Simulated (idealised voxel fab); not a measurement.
The following process module bears the name voxel capacitor over wiring.
Cross-section cut: width 270 nm, square cells of 5 nm.
When this document writes out a cross-section, it uses a grid of square cells and lists it as bands, beginning at the top and moving down, with a band standing for one or more rows of cells.
Heights first: top, then bottom, in nm. Then materials, left to right, each with a width in nm. "everywhere" on a single material: fills the band edge to edge. "blank": empty space.
All heights in this document are referenced to 0, defined as the level beneath which the wafer, as received, consists entirely of one material. The lowest band is not bounded below; it extends indefinitely downward and is written in the form "0 -> down".
Quick explanation for "30 to 40": the width changes in equal steps down the rows of cells, from the first number in the band's top row to the second number in its bottom row.
No cell of the cross-section changed in a step that is given as "nothing was modified".
So "Sealed void list" is basically the list of trapped voids: any empty space of 8 cells or more that can't reach the top through an opening. They're written width x height at distance, the distance being from the left edge, and it's all nm.
Formally, on a step line, whatever follows the settings is a remark that the simulator itself makes on the step.
overlay nm: step with mask; distance mask lay right of planned place; negative value = left of planned place.
This section lists the process steps that were planned
1,RECEIVE [material Si]
2,CONFORMAL_DEP [material SiO2] [thk nm 15]
3,CONFORMAL_DEP [material SiN] [thk nm 5]
4,DIRECTIONAL_DEP [material SiO2] [thk nm 20]
5,PATTERN [tone open] [mask id METAL_1] [material resist] [width nm 30] [pitch nm 90] [thk nm 20] [overlay nm 0]
6,DIRECTIONAL_ETCH [etch materials SiO2] [depth nm 20]
7,DIRECTIONAL_ETCH [etch materials SiN] [depth nm 5]
8,STRIP [etch materials resist]
9,CONFORMAL_DEP [material TiN] [thk nm 5]
10,FILL_DEP [material Ru] [thk nm 10]
11,CMP [height nm 40]
12,EPI [material Ru] [thk nm 5]
13,FILL_DEP [material SiCN] [thk nm 5]
14,DIRECTIONAL_DEP [material lowk] [thk nm 15]
15,DIRECTIONAL_DEP [material aC] [thk nm 10]
16,PATTERN [tone open] [mask id PLUG_1] [material resist] [width nm 15] [thk nm 25] [overlay nm 0]
17,DIRECTIONAL_ETCH [etch materials aC] [depth nm 10]
18,STRIP [etch materials resist]
19,DIRECTIONAL_ETCH [etch materials lowk] [depth nm 15]
20,DIRECTIONAL_ETCH [etch materials SiCN] [depth nm 5]
21,STRIP [etch materials aC]
22,CONFORMAL_DEP [material TiN] [thk nm 5]
23,FILL_DEP [material Cu] [thk nm 5]
24,CMP [height nm 65]
25,DIRECTIONAL_DEP [material TiN] [thk nm 5]
26,DIRECTIONAL_DEP [material Al2O3] [thk nm 5]
27,DIRECTIONAL_DEP [material TiN] [thk nm 10]
28,DIRECTIONAL_DEP [material aC] [thk nm 15]
29,PATTERN [tone cover] [mask id UPPER_PLATE] [material resist] [width nm 65] [thk nm 35] [overlay nm 0]
30,DIRECTIONAL_ETCH [etch materials aC] [depth nm 15]
31,STRIP [etch materials resist]
32,DIRECTIONAL_ETCH [etch materials TiN] [depth nm 10]
33,DIRECTIONAL_ETCH [etch materials Al2O3] [depth nm 5]
34,STRIP [etch materials aC]
35,PATTERN [tone cover] [mask id LOWER_PLATE] [material resist] [width nm 75] [thk nm 20] [overlay nm 0]
36,DIRECTIONAL_ETCH [etch materials TiN] [depth nm 5]
37,STRIP [etch materials resist]
38,FILL_DEP [material SiO2] [thk nm 15]
39,CMP [height nm 95]
40,MASKED_ETCH [tone open] [mask id PLUG_2] [width nm 15] [etch materials SiO2] [depth nm 10] [overlay nm 0]
41,CONFORMAL_DEP [material TiN] [thk nm 5]
42,FILL_DEP [material Cu] [thk nm 10]
43,CMP [height nm 95]
44,CONFORMAL_DEP [material SiCN] [thk nm 5]
As received (post step 1): cross-section
- 0 -> down | Si everywhere
- Sealed void list: none
Looking at the first of two wafers in cross-section at end of module - ran to plan
- 100 -> 95 | SiCN everywhere
- 95 -> 90 | SiO2=100, then TiN=5, then Cu=5, then TiN=5, then SiO2=155
- 90 -> 85 | SiO2=100, then TiN=15, then SiO2=155
- 85 -> 75 | SiO2=90, then TiN=65, then SiO2=115
- 75 -> 70 | SiO2=90, then Al2O3=65, then SiO2=115
- 70 -> 65 | SiO2=85, then TiN=75, then SiO2=110
- 65 -> 50 | lowk=90, then TiN=5, then Cu=5, then TiN=5, then lowk=165
- 50 -> 45 | SiCN=90, then TiN=15, then SiCN=165
- 45 -> 40 | SiCN=70, then Ru=40, then SiCN=50, then Ru=40, then SiCN=70
- 40 -> 20 | SiO2=75, then TiN=5, then Ru=20, then TiN=5, then SiO2=60, then TiN=5, then Ru=20, then TiN=5, then SiO2=75
- 20 -> 15 | SiN=75, then TiN=30, then SiN=60, then TiN=30, then SiN=75
- 15 -> 0 | SiO2 everywhere
- 0 -> down | Si everywhere
- Sealed void list: none
This is the second of the two wafers, cross-sectioned at the end of the module; it started exactly like the first and was given the same plan, but it was run with one mistake
- 100 -> 95 | SiCN everywhere
- 95 -> 90 | SiO2=100, then TiN=5, then Cu=5, then TiN=5, then SiO2=155
- 90 -> 85 | SiO2=100, then TiN=15, then SiO2=155
- 85 -> 75 | SiO2=90, then TiN=65, then SiO2=115
- 75 -> 70 | SiO2=85, then TiN=75, then SiO2=110
- 70 -> 65 | Al2O3 everywhere
- 65 -> 50 | lowk=90, then TiN=5, then Cu=5, then TiN=5, then lowk=165
- 50 -> 45 | SiCN=90, then TiN=15, then SiCN=165
- 45 -> 40 | SiCN=70, then Ru=40, then SiCN=50, then Ru=40, then SiCN=70
- 40 -> 20 | SiO2=75, then TiN=5, then Ru=20, then TiN=5, then SiO2=60, then TiN=5, then Ru=20, then TiN=5, then SiO2=75
- 20 -> 15 | SiN=75, then TiN=30, then SiN=60, then TiN=30, then SiN=75
- 15 -> 0 | SiO2 everywhere
- 0 -> down | Si everywhere
- Sealed void list: none
Short version of what went wrong: steps 25 and 26 run out of order (swapped)
The final cell counts differ between the wafers, with the second having more or fewer of some materials than the first: +41 Al2O3, -41 SiO2
